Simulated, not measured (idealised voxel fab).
process module | voxel plated lines
cross-section cut | 245 nm wide | cells 5 nm
A cross-section is a grid of square cells, given in bands from the top down. A band is one or more rows of cells.
Each band's line starts with the height of the band's top and of its bottom, in nm. Then come its materials from left to right, each with its width in nm. One material with "throughout" fills the band from edge to edge. "air" is empty space.
Height 0 is the level under which the wafer as received is all one material. The lowest band goes on downwards, as in "0 down".
A width such as "30 to 40" changes by the same amount from each row of cells to the next, from the band's top row to its bottom row.
"no change" after a step means that no cell of the cross-section changed.
closed voids: empty space of 8 cells or more with no open way to the top, each as width x height at its distance from the left edge, in nm
after a step's settings: what the simulator itself notes on the step
overlay nm, on a step with a mask: how far to the right of its planned place the mask lay; to the left if negative
plan
1 op RECEIVE | material Si
2 op CONFORMAL_DEP | material SiN | thk nm 15
3 op DIRECTIONAL_DEP | material TiN | thk nm 5
4 op PATTERN | tone open | mask id LINES | material resist | width nm 20 | pitch nm 45 | thk nm 15 | overlay nm 0
5 op EPI | material Ru | thk nm 10
6 op STRIP | etch materials resist
7 op DIRECTIONAL_ETCH | etch materials TiN | depth nm 5
8 op CONFORMAL_DEP | material SiO2 | thk nm 5
as received, after step 1
  0 down: Si throughout
  closed voids: none
first wafer at the end, as planned
  35 to 30: air 40 | SiO2 30 | air 15 | SiO2 30 | air 15 | SiO2 30 | air 15 | SiO2 30 | air 40
  30 to 20: air 40 | SiO2 5 | Ru 20 | SiO2 5 | air 15 | SiO2 5 | Ru 20 | SiO2 5 | air 15 | SiO2 5 | Ru 20 | SiO2 5 | air 15 | SiO2 5 | Ru 20 | SiO2 5 | air 40
  20 to 15: SiO2 45 | TiN 20 | SiO2 25 | TiN 20 | SiO2 25 | TiN 20 | SiO2 25 | TiN 20 | SiO2 45
  15 to 0: SiN throughout
  0 down: Si throughout
  closed voids: none
second wafer at the end: like start, like plan, one mistake
  25 to 20: SiO2 throughout
  20 to 5: SiN throughout
  5 to 0: TiN throughout
  0 down: Si throughout
  closed voids: none
what went wrong: steps 2 and 3 were swapped
at the end the second wafer has, in cells: 32 fewer of Ru | 24 fewer of SiO2 | 33 more of TiN
